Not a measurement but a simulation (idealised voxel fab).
The name of this process module is voxel wiring stack.
Section cut is 165 nm wide and gridded with 5 nm square cells.
Cross-section layout: square cells on a grid; listed as bands, top to bottom; a band spans one or more cell rows. First you get the band's top height and its bottom height, in nm, and then the materials it's made of, left to right, with each width in nm. If you see a single material with "all across", that one covers the band edge to edge. "air" is empty space. For the purposes of this specification, 0 denotes the height below which the wafer in its as-received condition is composed wholly of one material, and the lowermost band, lacking a lower limit, extends downward without end, as expressed in "z 0 and below". The width entry "30 to 40" should be interpreted row by row: the top row of cells in the band takes the first number, the bottom row takes the second number, and the change between adjacent rows is uniform throughout. Basically "left unchanged" means that step didn't change any cell in the cross-section. The label "Closed-off voids" introduces a list of the empty spaces, 8 cells or larger, that have no open way up to the top; each entry in it reads width x height at distance, where the distance is taken from the left edge and all three are stated in nm. Post-settings text on a step line: simulator's own remark regarding the step. You can add "overlay nm" to a step's line. For a step with a mask, it describes how far the mask lay to the right of its planned position, and a negative number describes a lay to the left.
# This section lists the process steps that were planned
1: op RECEIVE | material Si
2: op CONFORMAL_DEP | material SiO2 | thk nm 15
3: op CONFORMAL_DEP | material SiCN | thk nm 5
4: op DIRECTIONAL_DEP | material lowk | thk nm 25
5: op DIRECTIONAL_DEP | material aC | thk nm 10
6: op PATTERN | tone open | mask id METAL_1 | material resist | width nm 25 | pitch nm 40 | thk nm 25 | overlay nm 0
7: op DIRECTIONAL_ETCH | etch materials aC | depth nm 10
8: op STRIP | etch materials resist
9: op DIRECTIONAL_ETCH | etch materials lowk | depth nm 25
10: op DIRECTIONAL_ETCH | etch materials SiCN | depth nm 5
11: op STRIP | etch materials aC
12: op CONFORMAL_DEP | material TiN | thk nm 5
13: op FILL_DEP | material Cu | thk nm 10
14: op CMP | height nm 45
15: op CONFORMAL_DEP | material SiCN | thk nm 5
16: op DIRECTIONAL_DEP | material SiO2 | thk nm 20
17: op PATTERN | tone open | mask id PLUG_1 | material resist | width nm 15 | pitch nm 40 | thk nm 15 | overlay nm 0
18: op DIRECTIONAL_ETCH | etch materials SiO2 | depth nm 20
19: op DIRECTIONAL_ETCH | etch materials SiCN | depth nm 5
20: op STRIP | etch materials resist
21: op EPI | material Ru | thk nm 10
22: op EPI | material Ru | thk nm 10
23: op EPI | material Ru | thk nm 5
24: op CONFORMAL_DEP | material SiCN | thk nm 5
25: op DIRECTIONAL_DEP | material SiO2 | thk nm 20
26: op DIRECTIONAL_DEP | material aC | thk nm 10
27: op PATTERN | tone open | mask id METAL_2 | material resist | width nm 25 | pitch nm 40 | thk nm 25 | overlay nm 0
28: op DIRECTIONAL_ETCH | etch materials aC | depth nm 10
29: op STRIP | etch materials resist
30: op DIRECTIONAL_ETCH | etch materials SiO2 | depth nm 20
31: op DIRECTIONAL_ETCH | etch materials SiCN | depth nm 5
32: op STRIP | etch materials aC
33: op CONFORMAL_DEP | material TiN | thk nm 5
34: op FILL_DEP | material W | thk nm 10
35: op CMP | height nm 95
36: op CONFORMAL_DEP | material SiN | thk nm 5
# The cross-section here shows the wafer as received, i.e. in its state after step 1
    z 0 and below  Si all across
    Closed-off voids: none
# The plan above was carried out on the starting structure above with one mistake, and this cross-section shows the wafer at the end of the module
    z 100 to 95  SiN all across
    z 95 to 75  SiO2 (25), then TiN (5), then W (15), then TiN (5), then SiO2 (15), then TiN (5), then W (15), then TiN (5), then SiO2 (15), then TiN (5), then W (15), then TiN (5), then SiO2 (35)
    z 75 to 70  SiCN (25), then TiN (25), then SiCN (15), then TiN (25), then SiCN (15), then TiN (25), then SiCN (35)
    z 70 to 50  SiO2 (30), then Ru (15), then SiO2 (25), then Ru (15), then SiO2 (25), then Ru (15), then SiO2 (40)
    z 50 to 45  SiCN (30), then Ru (15), then SiCN (25), then Ru (15), then SiCN (25), then Ru (15), then SiCN (40)
    z 45 to 20  lowk (30), then TiN (5), then Cu (15), then TiN (5), then lowk (15), then TiN (5), then Cu (15), then TiN (5), then lowk (15), then TiN (5), then Cu (15), then TiN (5), then lowk (30)
    z 20 to 15  SiCN (30), then TiN (25), then SiCN (15), then TiN (25), then SiCN (15), then TiN (25), then SiCN (30)
    z 15 to 0  SiO2 all across
    z 0 and below  Si all across
    Closed-off voids: none
Deviation noted in wafer processing: for step 27, the planned setting was not used; the step was instead run as op PATTERN | tone open | mask id METAL_2 | material resist | width nm 25 | pitch nm 40 | thk nm 25 | overlay nm -5
